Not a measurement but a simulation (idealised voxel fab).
process module | voxel trench capacitor
cross-section cut | 220 nm wide | cells 5 nm
A cross-section is a grid of square cells, given in bands from the top down. A band is one or more rows of cells.
Each band's line starts with the height of the band's top and of its bottom, in nm. Then come its materials from left to right, each with its width in nm. One material with "throughout" fills the band from edge to edge. "air" is empty space.
Height 0 is the level under which the wafer as received is all one material. The lowest band goes on downwards, as in "0 down".
A width such as "30 to 40" changes by the same amount from each row of cells to the next, from the band's top row to its bottom row.
"no change" after a step means that no cell of the cross-section changed.
closed voids: empty space of 8 cells or more with no open way to the top, each as width x height at its distance from the left edge, in nm
after a step's settings: what the simulator itself notes on the step
overlay nm, on a step with a mask: how far to the right of its planned place the mask lay; to the left if negative
plan
1 op RECEIVE | material Si
2 op CONFORMAL_DEP | material SiN | thk nm 5
3 op DIRECTIONAL_DEP | material aC | thk nm 10
4 op PATTERN | tone open | mask id TRENCH | material resist | width nm 15 | pitch nm 40 | thk nm 30 | overlay nm 0
5 op DIRECTIONAL_ETCH | etch materials aC | depth nm 10
6 op STRIP | etch materials resist
7 op DIRECTIONAL_ETCH | etch materials SiN | depth nm 5
8 op DIRECTIONAL_ETCH | etch materials Si | depth nm 25
9 op STRIP | etch materials aC
10 op CONFORMAL_DEP | material SiO2 | thk nm 5
11 op FILL_DEP | material polySi | thk nm 5
12 op CMP | height nm 5
varied across the wafers: width nm of step 4. The plan shows the first wafer's value. All wafers start alike
first wafer as received, after step 1
  0 down: Si throughout
  closed voids: none
each wafer at the end: cells of each material gained (+) or lost (-) since it was received, then its closed voids
width nm 15 | -45 Si | +35 SiN | +39 SiO2 | +15 polySi | closed voids: none
width nm 20 | -60 Si | +32 SiN | +42 SiO2 | +30 polySi | closed voids: none
width nm 25 | -75 Si | +29 SiN | +45 SiO2 | +45 polySi | closed voids: none
